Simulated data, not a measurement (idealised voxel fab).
process module | voxel capacitor over wiring
We display cut, a cross-section 255 nm in width whose square cells are each 5 nm.
Square cells in a grid make up a cross-section in this document, and the grid is given as bands, listed from the top down, each one or more rows of cells.
Top, bottom (nm), then materials left to right with widths (nm); lone material tagged "everywhere" fills the whole band edge to edge; "blank" = empty space.
Heights from 0 (as-received wafer is one material below). Bottom band endless downward, as "0..down".
The width entry "30..40" should be interpreted row by row: the top row of cells in the band takes the first number, the bottom row takes the second number, and the change between adjacent rows is uniform throughout.
"everything unchanged" means the step left every cell of the cross-section as it was.
Entry "Sealed voids" = empty spaces >= 8 cells with no open way to the top; each as width x height at distance, distance from left edge, all nm.
On each step's line, the part that comes after the settings is the simulator's own comment on the step.
The optional step-line setting "overlay nm" applies to steps with a mask and quantifies how far to the right of its planned location the mask lay, a negative value indicating leftward placement.

-- Planned step list for the process
1) RECEIVE (material Si)
2) CONFORMAL_DEP (material SiO2; thk nm 15)
3) CONFORMAL_DEP (material SiN; thk nm 5)
4) DIRECTIONAL_DEP (material lowk; thk nm 25)
5) DIRECTIONAL_DEP (material aC; thk nm 10)
6) PATTERN (tone open; mask id METAL_1; material resist; width nm 25; pitch nm 95; thk nm 25; overlay nm 0)
7) DIRECTIONAL_ETCH (etch materials aC; depth nm 10)
8) STRIP (etch materials resist)
9) DIRECTIONAL_ETCH (etch materials lowk; depth nm 25)
10) DIRECTIONAL_ETCH (etch materials SiN; depth nm 5)
11) STRIP (etch materials aC)
12) CONFORMAL_DEP (material TiN; thk nm 5)
13) FILL_DEP (material Cu; thk nm 10)
14) CMP (height nm 45)
15) CONFORMAL_DEP (material SiCN; thk nm 5)
16) DIRECTIONAL_DEP (material SiO2; thk nm 10)
17) PATTERN (tone open; mask id PLUG_1; material resist; width nm 15; thk nm 15; overlay nm 0)
18) DIRECTIONAL_ETCH (etch materials SiO2; depth nm 10)
19) DIRECTIONAL_ETCH (etch materials SiCN; depth nm 5)
20) STRIP (etch materials resist)
21) CONFORMAL_DEP (material TiN; thk nm 5)
22) FILL_DEP (material W; thk nm 10)
23) CMP (height nm 60)
24) DIRECTIONAL_DEP (material TiN; thk nm 10)
25) DIRECTIONAL_DEP (material SiN; thk nm 5)
26) DIRECTIONAL_DEP (material TiN; thk nm 10)
27) DIRECTIONAL_DEP (material aC; thk nm 10)
28) PATTERN (tone cover; mask id UPPER_PLATE; material resist; width nm 75; thk nm 25; overlay nm 0)
29) DIRECTIONAL_ETCH (etch materials aC; depth nm 10)
30) STRIP (etch materials resist)
31) DIRECTIONAL_ETCH (etch materials TiN; depth nm 10)
32) DIRECTIONAL_ETCH (etch materials SiN; depth nm 5)
33) STRIP (etch materials aC)
34) DIRECTIONAL_DEP (material aC; thk nm 15)
35) PATTERN (tone cover; mask id LOWER_PLATE; material resist; width nm 85; thk nm 30; overlay nm 0)
36) DIRECTIONAL_ETCH (etch materials aC; depth nm 15)
37) STRIP (etch materials resist)
38) DIRECTIONAL_ETCH (etch materials TiN; depth nm 10)
39) STRIP (etch materials aC)
40) FILL_DEP (material SiO2; thk nm 15)
41) CMP (height nm 95)
42) DIRECTIONAL_DEP (material aC; thk nm 10)
43) PATTERN (tone open; mask id PLUG_2; material resist; width nm 15; thk nm 25; overlay nm 0)
44) DIRECTIONAL_ETCH (etch materials aC; depth nm 10)
45) STRIP (etch materials resist)
46) DIRECTIONAL_ETCH (etch materials SiO2; depth nm 10)
47) STRIP (etch materials aC)
48) CONFORMAL_DEP (material TiN; thk nm 5)
49) FILL_DEP (material Cu; thk nm 5)
50) CMP (height nm 95)
51) CONFORMAL_DEP (material SiN; thk nm 5)

-- On the first of the two wafers: run conducted according to plan

-- Cross-section of the wafer upon arrival, representing the state reached after step 1
	0..down  Si everywhere
	Sealed voids: none

-- Take a look at the wafer's cross-section after step 2
	15..0  SiO2 everywhere
	Beneath the level 0, the cross-section is identical to its previous state.

-- Take a look at the wafer's cross-section after step 3
	20..15  SiN everywhere
	Beneath the level 15, the cross-section is identical to its previous state.

-- Take a look at the wafer's cross-section after step 4
	45..20  lowk everywhere
	Beneath the level 20, the cross-section is identical to its previous state.

-- Take a look at the wafer's cross-section after step 5
	55..45  aC everywhere
	Beneath the level 45, the cross-section is identical to its previous state.

-- Take a look at the wafer's cross-section after step 6
	80..55  resist 65 nm, then blank 25 nm, then resist 70 nm, then blank 25 nm, then resist 70 nm
	Beneath the level 55, the cross-section is identical to its previous state.

-- Take a look at the wafer's cross-section after step 7
	70..55  resist 65 nm, then blank 25 nm, then resist 70 nm, then blank 25 nm, then resist 70 nm
	55..45  aC 65 nm, then blank 25 nm, then aC 70 nm, then blank 25 nm, then aC 70 nm
	Beneath the level 45, the cross-section is identical to its previous state.

-- Take a look at the wafer's cross-section after step 8
	55..45  aC 65 nm, then blank 25 nm, then aC 70 nm, then blank 25 nm, then aC 70 nm
	Beneath the level 45, the cross-section is identical to its previous state.

-- Take a look at the wafer's cross-section after step 9
	55..45  aC 65 nm, then blank 25 nm, then aC 70 nm, then blank 25 nm, then aC 70 nm
	45..20  lowk 65 nm, then blank 25 nm, then lowk 70 nm, then blank 25 nm, then lowk 70 nm
	Beneath the level 20, the cross-section is identical to its previous state.

-- Take a look at the wafer's cross-section after step 10
	55..45  aC 65 nm, then blank 25 nm, then aC 70 nm, then blank 25 nm, then aC 70 nm
	45..20  lowk 65 nm, then blank 25 nm, then lowk 70 nm, then blank 25 nm, then lowk 70 nm
	20..15  SiN 65 nm, then blank 25 nm, then SiN 70 nm, then blank 25 nm, then SiN 70 nm
	Beneath the level 15, the cross-section is identical to its previous state.

-- Take a look at the wafer's cross-section after step 11
	45..20  lowk 65 nm, then blank 25 nm, then lowk 70 nm, then blank 25 nm, then lowk 70 nm
	Beneath the level 20, the cross-section is identical to its previous state.

-- Take a look at the wafer's cross-section after step 12
	50..45  TiN 70 nm, then blank 15 nm, then TiN 80 nm, then blank 15 nm, then TiN 75 nm
	45..20  lowk 65 nm, then TiN 5 nm, then blank 15 nm, then TiN 5 nm, then lowk 70 nm, then TiN 5 nm, then blank 15 nm, then TiN 5 nm, then lowk 70 nm
	20..15  SiN 65 nm, then TiN 25 nm, then SiN 70 nm, then TiN 25 nm, then SiN 70 nm
	Beneath the level 15, the cross-section is identical to its previous state.

-- Take a look at the wafer's cross-section after step 13
	60..50  Cu everywhere
	50..45  TiN 70 nm, then Cu 15 nm, then TiN 80 nm, then Cu 15 nm, then TiN 75 nm
	45..20  lowk 65 nm, then TiN 5 nm, then Cu 15 nm, then TiN 5 nm, then lowk 70 nm, then TiN 5 nm, then Cu 15 nm, then TiN 5 nm, then lowk 70 nm
	Beneath the level 20, the cross-section is identical to its previous state.

-- Take a look at the wafer's cross-section after step 14
	45..20  lowk 65 nm, then TiN 5 nm, then Cu 15 nm, then TiN 5 nm, then lowk 70 nm, then TiN 5 nm, then Cu 15 nm, then TiN 5 nm, then lowk 70 nm
	Beneath the level 20, the cross-section is identical to its previous state.

-- Take a look at the wafer's cross-section after step 15
	50..45  SiCN everywhere
	Beneath the level 45, the cross-section is identical to its previous state.

-- Take a look at the wafer's cross-section after step 16
	60..50  SiO2 everywhere
	Beneath the level 50, the cross-section is identical to its previous state.

-- Take a look at the wafer's cross-section after step 17
	75..60  resist 75 nm, then blank 15 nm, then resist 165 nm
	Beneath the level 60, the cross-section is identical to its previous state.

-- Take a look at the wafer's cross-section after step 18
	75..60  resist 75 nm, then blank 15 nm, then resist 165 nm
	60..50  SiO2 75 nm, then blank 15 nm, then SiO2 165 nm
	Beneath the level 50, the cross-section is identical to its previous state.

-- Take a look at the wafer's cross-section after step 19
	75..60  resist 75 nm, then blank 15 nm, then resist 165 nm
	60..50  SiO2 75 nm, then blank 15 nm, then SiO2 165 nm
	50..45  SiCN 75 nm, then blank 15 nm, then SiCN 165 nm
	Beneath the level 45, the cross-section is identical to its previous state.

-- Take a look at the wafer's cross-section after step 20
	60..50  SiO2 75 nm, then blank 15 nm, then SiO2 165 nm
	Beneath the level 50, the cross-section is identical to its previous state.

-- Take a look at the wafer's cross-section after step 21
	65..60  TiN 80 nm, then blank 5 nm, then TiN 170 nm
	60..50  SiO2 75 nm, then TiN 5 nm, then blank 5 nm, then TiN 5 nm, then SiO2 165 nm
	50..45  SiCN 75 nm, then TiN 15 nm, then SiCN 165 nm
	Beneath the level 45, the cross-section is identical to its previous state.

-- Take a look at the wafer's cross-section after step 22
	75..65  W everywhere
	65..60  TiN 80 nm, then W 5 nm, then TiN 170 nm
	60..50  SiO2 75 nm, then TiN 5 nm, then W 5 nm, then TiN 5 nm, then SiO2 165 nm
	Beneath the level 50, the cross-section is identical to its previous state.

-- Take a look at the wafer's cross-section after step 23
	60..50  SiO2 75 nm, then TiN 5 nm, then W 5 nm, then TiN 5 nm, then SiO2 165 nm
	Beneath the level 50, the cross-section is identical to its previous state.

-- Take a look at the wafer's cross-section after step 24
	70..60  TiN everywhere
	Beneath the level 60, the cross-section is identical to its previous state.

-- Take a look at the wafer's cross-section after step 25
	75..70  SiN everywhere
	Beneath the level 70, the cross-section is identical to its previous state.

-- Take a look at the wafer's cross-section after step 26
	85..75  TiN everywhere
	Beneath the level 75, the cross-section is identical to its previous state.

-- Take a look at the wafer's cross-section after step 27
	95..85  aC everywhere
	Beneath the level 85, the cross-section is identical to its previous state.

-- Take a look at the wafer's cross-section after step 28
	120..95  blank 75 nm, then resist 75 nm, then blank 105 nm
	Beneath the level 95, the cross-section is identical to its previous state.

-- Take a look at the wafer's cross-section after step 29
	110..95  blank 75 nm, then resist 75 nm, then blank 105 nm
	95..85  blank 75 nm, then aC 75 nm, then blank 105 nm
	Beneath the level 85, the cross-section is identical to its previous state.

-- Take a look at the wafer's cross-section after step 30
	95..85  blank 75 nm, then aC 75 nm, then blank 105 nm
	Beneath the level 85, the cross-section is identical to its previous state.

-- Take a look at the wafer's cross-section after step 31
	95..85  blank 75 nm, then aC 75 nm, then blank 105 nm
	85..75  blank 75 nm, then TiN 75 nm, then blank 105 nm
	Beneath the level 75, the cross-section is identical to its previous state.

-- Take a look at the wafer's cross-section after step 32
	95..85  blank 75 nm, then aC 75 nm, then blank 105 nm
	85..75  blank 75 nm, then TiN 75 nm, then blank 105 nm
	75..70  blank 75 nm, then SiN 75 nm, then blank 105 nm
	Beneath the level 70, the cross-section is identical to its previous state.

-- Take a look at the wafer's cross-section after step 33
	85..75  blank 75 nm, then TiN 75 nm, then blank 105 nm
	Beneath the level 75, the cross-section is identical to its previous state.

-- Take a look at the wafer's cross-section after step 34
	100..85  blank 75 nm, then aC 75 nm, then blank 105 nm
	85..75  aC 75 nm, then TiN 75 nm, then aC 105 nm
	75..70  aC 75 nm, then SiN 75 nm, then aC 105 nm
	Beneath the level 70, the cross-section is identical to its previous state.

-- Take a look at the wafer's cross-section after step 35
	130..100  blank 70 nm, then resist 85 nm, then blank 100 nm
	100..85  blank 70 nm, then resist 5 nm, then aC 75 nm, then resist 5 nm, then blank 100 nm
	Beneath the level 85, the cross-section is identical to its previous state.

-- Take a look at the wafer's cross-section after step 36
	115..100  blank 70 nm, then resist 85 nm, then blank 100 nm
	100..85  blank 70 nm, then resist 5 nm, then aC 75 nm, then resist 5 nm, then blank 100 nm
	85..75  blank 70 nm, then aC 5 nm, then TiN 75 nm, then aC 5 nm, then blank 100 nm
	75..70  blank 70 nm, then aC 5 nm, then SiN 75 nm, then aC 5 nm, then blank 100 nm
	Beneath the level 70, the cross-section is identical to its previous state.

-- Take a look at the wafer's cross-section after step 37
	100..85  blank 75 nm, then aC 75 nm, then blank 105 nm
	Beneath the level 85, the cross-section is identical to its previous state.

-- Take a look at the wafer's cross-section after step 38
	100..85  blank 75 nm, then aC 75 nm, then blank 105 nm
	85..75  blank 70 nm, then aC 5 nm, then TiN 75 nm, then aC 5 nm, then blank 100 nm
	75..70  blank 70 nm, then aC 5 nm, then SiN 75 nm, then aC 5 nm, then blank 100 nm
	70..60  blank 70 nm, then TiN 85 nm, then blank 100 nm
	Beneath the level 60, the cross-section is identical to its previous state.

-- Take a look at the wafer's cross-section after step 39
	85..75  blank 75 nm, then TiN 75 nm, then blank 105 nm
	75..70  blank 75 nm, then SiN 75 nm, then blank 105 nm
	Beneath the level 70, the cross-section is identical to its previous state.

-- Take a look at the wafer's cross-section after step 40
	100..85  SiO2 everywhere
	85..75  SiO2 75 nm, then TiN 75 nm, then SiO2 105 nm
	75..70  SiO2 75 nm, then SiN 75 nm, then SiO2 105 nm
	70..60  SiO2 70 nm, then TiN 85 nm, then SiO2 100 nm
	Beneath the level 60, the cross-section is identical to its previous state.

-- Take a look at the wafer's cross-section after step 41
	95..85  SiO2 everywhere
	Beneath the level 85, the cross-section is identical to its previous state.

-- Take a look at the wafer's cross-section after step 42
	105..95  aC everywhere
	Beneath the level 95, the cross-section is identical to its previous state.

-- Take a look at the wafer's cross-section after step 43
	130..105  resist 85 nm, then blank 15 nm, then resist 155 nm
	Beneath the level 105, the cross-section is identical to its previous state.

-- Take a look at the wafer's cross-section after step 44
	120..105  resist 85 nm, then blank 15 nm, then resist 155 nm
	105..95  aC 85 nm, then blank 15 nm, then aC 155 nm
	Beneath the level 95, the cross-section is identical to its previous state.

-- Take a look at the wafer's cross-section after step 45
	105..95  aC 85 nm, then blank 15 nm, then aC 155 nm
	Beneath the level 95, the cross-section is identical to its previous state.

-- Take a look at the wafer's cross-section after step 46
	105..95  aC 85 nm, then blank 15 nm, then aC 155 nm
	95..85  SiO2 85 nm, then blank 15 nm, then SiO2 155 nm
	Beneath the level 85, the cross-section is identical to its previous state.

-- Take a look at the wafer's cross-section after step 47
	95..85  SiO2 85 nm, then blank 15 nm, then SiO2 155 nm
	Beneath the level 85, the cross-section is identical to its previous state.

-- Take a look at the wafer's cross-section after step 48
	100..95  TiN 90 nm, then blank 5 nm, then TiN 160 nm
	95..90  SiO2 85 nm, then TiN 5 nm, then blank 5 nm, then TiN 5 nm, then SiO2 155 nm
	90..85  SiO2 85 nm, then TiN 15 nm, then SiO2 155 nm
	Beneath the level 85, the cross-section is identical to its previous state.

-- Take a look at the wafer's cross-section after step 49
	105..100  Cu everywhere
	100..95  TiN 90 nm, then Cu 5 nm, then TiN 160 nm
	95..90  SiO2 85 nm, then TiN 5 nm, then Cu 5 nm, then TiN 5 nm, then SiO2 155 nm
	Beneath the level 90, the cross-section is identical to its previous state.

-- Take a look at the wafer's cross-section after step 50
	95..90  SiO2 85 nm, then TiN 5 nm, then Cu 5 nm, then TiN 5 nm, then SiO2 155 nm
	Beneath the level 90, the cross-section is identical to its previous state.

-- Take a look at the wafer's cross-section after step 51
	100..95  SiN everywhere
	Beneath the level 95, the cross-section is identical to its previous state.

-- For the second wafer, take the first wafer's start and plan, then add one mistake made in running it; everything through step 34, that step included, is shared with the first

-- Cross-section: second wafer, time at which step 35 was scheduled to end
	130..100  blank 80 nm, then resist 85 nm, then blank 90 nm
	100..85  blank 75 nm, then aC 75 nm, then resist 15 nm, then blank 90 nm
	Beneath the level 85, the cross-section is identical to its previous state.

-- Cross-section: second wafer, time at which step 36 was scheduled to end
	115..100  blank 80 nm, then resist 85 nm, then blank 90 nm
	100..85  blank 80 nm, then aC 70 nm, then resist 15 nm, then blank 90 nm
	85..75  blank 75 nm, then TiN 75 nm, then aC 15 nm, then blank 90 nm
	75..70  blank 75 nm, then SiN 75 nm, then aC 15 nm, then blank 90 nm
	Beneath the level 70, the cross-section is identical to its previous state.

-- Cross-section: second wafer, time at which step 37 was scheduled to end
	100..85  blank 80 nm, then aC 70 nm, then blank 105 nm
	Beneath the level 85, the cross-section is identical to its previous state.

-- Cross-section: second wafer, time at which step 38 was scheduled to end
	100..85  blank 80 nm, then aC 70 nm, then blank 105 nm
	85..75  blank 80 nm, then TiN 70 nm, then aC 15 nm, then blank 90 nm
	75..70  blank 75 nm, then SiN 75 nm, then aC 15 nm, then blank 90 nm
	70..60  blank 75 nm, then TiN 90 nm, then blank 90 nm
	Beneath the level 60, the cross-section is identical to its previous state.

-- Cross-section: second wafer, time at which step 39 was scheduled to end
	85..75  blank 80 nm, then TiN 70 nm, then blank 105 nm
	75..70  blank 75 nm, then SiN 75 nm, then blank 105 nm
	Beneath the level 70, the cross-section is identical to its previous state.

-- Cross-section: second wafer, time at which step 40 was scheduled to end
	100..85  SiO2 everywhere
	85..75  SiO2 80 nm, then TiN 70 nm, then SiO2 105 nm
	75..70  SiO2 75 nm, then SiN 75 nm, then SiO2 105 nm
	70..60  SiO2 75 nm, then TiN 90 nm, then SiO2 90 nm
	Beneath the level 60, the cross-section is identical to its previous state.

-- Cross-section: second wafer, time at which step 41 was scheduled to end
	95..85  SiO2 everywhere
	Beneath the level 85, the cross-section is identical to its previous state.

-- Cross-section: second wafer, time at which step 42 was scheduled to end
	105..95  aC everywhere
	Beneath the level 95, the cross-section is identical to its previous state.

-- Cross-section: second wafer, time at which step 43 was scheduled to end
	130..105  resist 85 nm, then blank 15 nm, then resist 155 nm
	Beneath the level 105, the cross-section is identical to its previous state.

-- Cross-section: second wafer, time at which step 44 was scheduled to end
	120..105  resist 85 nm, then blank 15 nm, then resist 155 nm
	105..95  aC 85 nm, then blank 15 nm, then aC 155 nm
	Beneath the level 95, the cross-section is identical to its previous state.

-- Cross-section: second wafer, time at which step 45 was scheduled to end
	105..95  aC 85 nm, then blank 15 nm, then aC 155 nm
	Beneath the level 95, the cross-section is identical to its previous state.

-- Cross-section: second wafer, time at which step 46 was scheduled to end
	105..95  aC 85 nm, then blank 15 nm, then aC 155 nm
	95..85  SiO2 85 nm, then blank 15 nm, then SiO2 155 nm
	Beneath the level 85, the cross-section is identical to its previous state.

-- Cross-section: second wafer, time at which step 47 was scheduled to end
	95..85  SiO2 85 nm, then blank 15 nm, then SiO2 155 nm
	Beneath the level 85, the cross-section is identical to its previous state.

-- Cross-section: second wafer, time at which step 48 was scheduled to end
	100..95  TiN 90 nm, then blank 5 nm, then TiN 160 nm
	95..90  SiO2 85 nm, then TiN 5 nm, then blank 5 nm, then TiN 5 nm, then SiO2 155 nm
	90..85  SiO2 85 nm, then TiN 15 nm, then SiO2 155 nm
	Beneath the level 85, the cross-section is identical to its previous state.

-- Cross-section: second wafer, time at which step 49 was scheduled to end
	105..100  Cu everywhere
	100..95  TiN 90 nm, then Cu 5 nm, then TiN 160 nm
	95..90  SiO2 85 nm, then TiN 5 nm, then Cu 5 nm, then TiN 5 nm, then SiO2 155 nm
	Beneath the level 90, the cross-section is identical to its previous state.

-- Cross-section: second wafer, time at which step 50 was scheduled to end
	95..90  SiO2 85 nm, then TiN 5 nm, then Cu 5 nm, then TiN 5 nm, then SiO2 155 nm
	Beneath the level 90, the cross-section is identical to its previous state.

-- Cross-section: second wafer, time at which step 51 was scheduled to end
	100..95  SiN everywhere
	Beneath the level 95, the cross-section is identical to its previous state.
So what did we get wrong on this run? step 35 did not use the planned setting and instead ran as PATTERN (tone cover; mask id LOWER_PLATE; material resist; width nm 85; thk nm 30; overlay nm 10)
The concluding comparison shows that, measured in cells, each material is equally abundant on both wafers, albeit at different positions.
